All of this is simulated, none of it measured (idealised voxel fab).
Process module in this document: voxel ribs on slabs
The width of the displayed cross-section, cut, is 295 nm; its cells are square, with a size of 5 nm.
Square cells in a grid make up a cross-section in this document, and the grid is given as bands, listed from the top down, each one or more rows of cells. What a band's entry tells you: where the top is and where the bottom is, as heights in nm, and after that what lies inside, material by material from left to right, each with its width in nm. Empty space is written as the word "empty", and a single material marked with the word "everywhere" occupies the band from edge to edge. Heads up on the height convention: 0 is the point under which the incoming wafer is all one material, and the lowest band has no bottom, it just keeps going down, like "0 -> down". Width: "30 to 40" (first number = top row, second number = bottom row, same change from row to row of cells). When a step is marked "changes: none", none of the cells in the cross-section changed during that step. "Unvented cavities" - sealed voids, min. 8 cells, no opening to top; format: width x height at distance (distance from left edge; nm throughout). Post-settings text on a step line: simulator's own remark regarding the step. Among the settings permitted on a step's line is "overlay nm"; applied to a step with a mask, it specifies the extent to which the mask lay to the right of its planned position, whereas a negative figure signifies a position to the left.

Planned step list for the process
1 RECEIVE (material Si)
2 DIRECTIONAL_DEP (material SiO2; thk nm 25)
3 DIRECTIONAL_DEP (material SiN; thk nm 25)
4 PATTERN (tone cover; mask id RIB; material resist; width nm 25; thk nm 20; overlay nm 0)
5 DIRECTIONAL_ETCH (etch materials SiN; depth nm 15)
6 STRIP (etch materials resist)
7 MASKED_ETCH (tone cover; mask id SLAB; width nm 85; etch materials SiN; depth nm 10; overlay nm 0)
8 FILL_DEP (material SiO2; thk nm 25)
9 CMP (height nm 65)
10 DIRECTIONAL_DEP (material TiN; thk nm 5)
11 PATTERN (tone cover; mask id HEATER; material resist; width nm 35; thk nm 15; overlay nm 0)
12 DIRECTIONAL_ETCH (etch materials TiN; depth nm 5)
13 STRIP (etch materials resist)
14 CONFORMAL_DEP (material SiN; thk nm 5)

This is the cross-section of the wafer as we received it, i.e. after step 1
- 0 -> down = Si everywhere
- Unvented cavities: none

Result of the module, cross-sectioned: start per above, plan per above, one error in how it was run
- 75 -> 70 = 125 empty | 45 SiN | 125 empty
- 70 -> 65 = 130 SiN | 35 TiN | 130 SiN
- 65 -> 50 = SiO2 everywhere
- 50 -> 35 = 135 SiO2 | 25 SiN | 135 SiO2
- 35 -> 25 = 105 SiO2 | 90 SiN | 100 SiO2
- 25 -> 0 = SiO2 everywhere
- 0 -> down = Si everywhere
- Unvented cavities: none
Deviation from plan: step 7 changed vs plan, executed as MASKED_ETCH (tone cover; mask id SLAB; width nm 90; etch materials SiN; depth nm 10; overlay nm 0)
